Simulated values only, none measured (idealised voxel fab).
process module | voxel capacitor over wiring
cross-section cut | 260 nm wide | cells 5 nm
A cross-section is a grid of square cells, given in bands from the top down. A band is one or more rows of cells.
Each band's line starts with the height of the band's top and of its bottom, in nm. Then come its materials from left to right, each with its width in nm. One material with "throughout" fills the band from edge to edge. "air" is empty space.
Height 0 is the level under which the wafer as received is all one material. The lowest band goes on downwards, as in "0 down".
A width such as "30 to 40" changes by the same amount from each row of cells to the next, from the band's top row to its bottom row.
"no change" after a step means that no cell of the cross-section changed.
closed voids: empty space of 8 cells or more with no open way to the top, each as width x height at its distance from the left edge, in nm
after a step's settings: what the simulator itself notes on the step
overlay nm, on a step with a mask: how far to the right of its planned place the mask lay; to the left if negative
plan
1 op RECEIVE | material Si
2 op CONFORMAL_DEP | material SiO2 | thk nm 10
3 op CONFORMAL_DEP | material SiN | thk nm 5
4 op DIRECTIONAL_DEP | material lowk | thk nm 15
5 op PATTERN | tone open | mask id METAL_1 | material resist | width nm 30 | pitch nm 90 | thk nm 15 | overlay nm 0
6 op DIRECTIONAL_ETCH | etch materials lowk | depth nm 15
7 op DIRECTIONAL_ETCH | etch materials SiN | depth nm 5
8 op STRIP | etch materials resist
9 op CONFORMAL_DEP | material TiN | thk nm 5
10 op FILL_DEP | material Cu | thk nm 10
11 op CMP | height nm 30
12 op CONFORMAL_DEP | material SiCN | thk nm 5
13 op DIRECTIONAL_DEP | material SiO2 | thk nm 10
14 op MASKED_ETCH | tone open | mask id PLUG_1 | width nm 15 | etch materials SiO2 | depth nm 10 | overlay nm 0
15 op MASKED_ETCH | tone open | mask id PLUG_1 | width nm 15 | etch materials SiCN | depth nm 5 | overlay nm 0
16 op EPI | material Ru | thk nm 10
17 op EPI | material Ru | thk nm 5
18 op DIRECTIONAL_DEP | material TiN | thk nm 10
19 op DIRECTIONAL_DEP | material HfO2 | thk nm 5
20 op DIRECTIONAL_DEP | material TiN | thk nm 5
21 op PATTERN | tone cover | mask id UPPER_PLATE | material resist | width nm 65 | thk nm 15 | overlay nm 0
22 op DIRECTIONAL_ETCH | etch materials TiN | depth nm 5
23 op DIRECTIONAL_ETCH | etch materials HfO2 | depth nm 5
24 op STRIP | etch materials resist
25 op DIRECTIONAL_DEP | material aC | thk nm 15
26 op PATTERN | tone cover | mask id LOWER_PLATE | material resist | width nm 75 | thk nm 35 | overlay nm 0
27 op DIRECTIONAL_ETCH | etch materials aC | depth nm 15
28 op STRIP | etch materials resist
29 op DIRECTIONAL_ETCH | etch materials TiN | depth nm 10
30 op STRIP | etch materials aC
31 op FILL_DEP | material SiO2 | thk nm 15
32 op CMP | height nm 75
33 op PATTERN | tone open | mask id PLUG_2 | material resist | width nm 15 | thk nm 15 | overlay nm 0
34 op DIRECTIONAL_ETCH | etch materials SiO2 | depth nm 10
35 op STRIP | etch materials resist
36 op CONFORMAL_DEP | material TiN | thk nm 5
37 op FILL_DEP | material Cu | thk nm 10
38 op CMP | height nm 75
39 op CONFORMAL_DEP | material SiN | thk nm 5
as received, after step 1
  0 down: Si throughout
  closed voids: none
a wafer at the end: this start, this plan, one mistake
  80 to 75: SiN throughout
  75 to 70: SiO2 95 | TiN 5 | Cu 5 | TiN 5 | SiO2 150
  70 to 60: SiO2 95 to 85 | TiN 15 to 65 | SiO2 150 to 110
  60 to 55: SiO2 85 | HfO2 65 | SiO2 110
  55 to 45: SiO2 80 | TiN 75 | SiO2 105
  45 to 35: SiO2 85 | Ru 15 | SiO2 160
  35 to 30: SiCN 85 | Ru 15 | SiCN 160
  30 to 25: lowk 70 | TiN 5 | Cu 20 | TiN 5 | lowk 60 | TiN 5 | Cu 20 | TiN 5 | lowk 70
  25 to 20: SiN 70 | TiN 30 | SiN 60 | TiN 30 | SiN 70
  20 to 10: SiN throughout
  10 to 0: SiO2 throughout
  0 down: Si throughout
  closed voids: none
what went wrong: step 3 ran as: op CONFORMAL_DEP | material SiN | thk nm 15
